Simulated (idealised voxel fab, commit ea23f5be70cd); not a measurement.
process module | voxel self aligned contacts
cross-section cut | 230 nm wide | cells 5 nm
A cross-section is a grid of square cells, given in bands from the top down. A band is one or more rows of cells.
Each band's line starts with the height of the band's top and of its bottom, in nm. Then come its materials from left to right, each with its width in nm. One material with "throughout" fills the band from edge to edge. "air" is empty space.
Height 0 is the level under which the wafer as received is all one material. The lowest band goes on downwards, as in "0 down".
A width such as "30 to 40" changes by the same amount from each row of cells to the next, from the band's top row to its bottom row.
"no change" after a step means that no cell of the cross-section changed.
closed voids: empty space of 8 cells or more with no open way to the top, each as width x height at its distance from the left edge, in nm
after a step's settings: what the simulator itself notes on the step
overlay nm, on a step with a mask: how far to the right of its planned place the mask lay; to the left if negative
plan
1 op RECEIVE | material Si
2 op OXIDIZE | depth nm 5
3 op DIRECTIONAL_DEP | material polySi | thk nm 25
4 op DIRECTIONAL_DEP | material SiN | thk nm 15
5 op MASKED_ETCH | tone cover | mask id GATE | width nm 30 | pitch nm 65 | etch materials SiN | depth nm 15 | overlay nm 0
6 op MASKED_ETCH | tone cover | mask id GATE | width nm 30 | pitch nm 65 | etch materials polySi | depth nm 15 | overlay nm 0
7 op CONFORMAL_DEP | material SiN | thk nm 5
8 op DIRECTIONAL_ETCH | etch materials SiN | depth nm 5
9 op FILL_DEP | material SiO2 | thk nm 20
10 op CMP | height nm 50
11 op MASKED_ETCH | tone open | mask id CONTACT | width nm 45 | pitch nm 65 | etch materials SiO2 | depth nm 55 | overlay nm 0
12 op CONFORMAL_DEP | material TiN | thk nm 5
13 op FILL_DEP | material Ru | thk nm 5
14 op CMP | height nm 50
15 op CONFORMAL_DEP | material SiCN | thk nm 5
varied across the wafers: depth nm of step 6. The plan shows the first wafer's value. All wafers start alike
first wafer as received, after step 1
  0 down: Si throughout
  closed voids: none
each wafer at the end: cells of each material gained (+) or lost (-) since it was received, then its closed voids
depth nm 15 | +50 Ru | -46 Si | +46 SiCN | +90 SiN | +174 SiO2 | +46 TiN | +146 polySi | closed voids: none
depth nm 20 | +56 Ru | -46 Si | +46 SiCN | +96 SiN | +186 SiO2 | +50 TiN | +118 polySi | closed voids: none
depth nm 25 | +68 Ru | -46 Si | +46 SiCN | +102 SiN | +188 SiO2 | +58 TiN | +90 polySi | closed voids: none
depth nm 30 | +68 Ru | -46 Si | +46 SiCN | +102 SiN | +188 SiO2 | +58 TiN | +90 polySi | closed voids: none
depth nm 35 | +68 Ru | -46 Si | +46 SiCN | +102 SiN | +188 SiO2 | +58 TiN | +90 polySi | closed voids: none
depth nm 40 | +68 Ru | -46 Si | +46 SiCN | +102 SiN | +188 SiO2 | +58 TiN | +90 polySi | closed voids: none
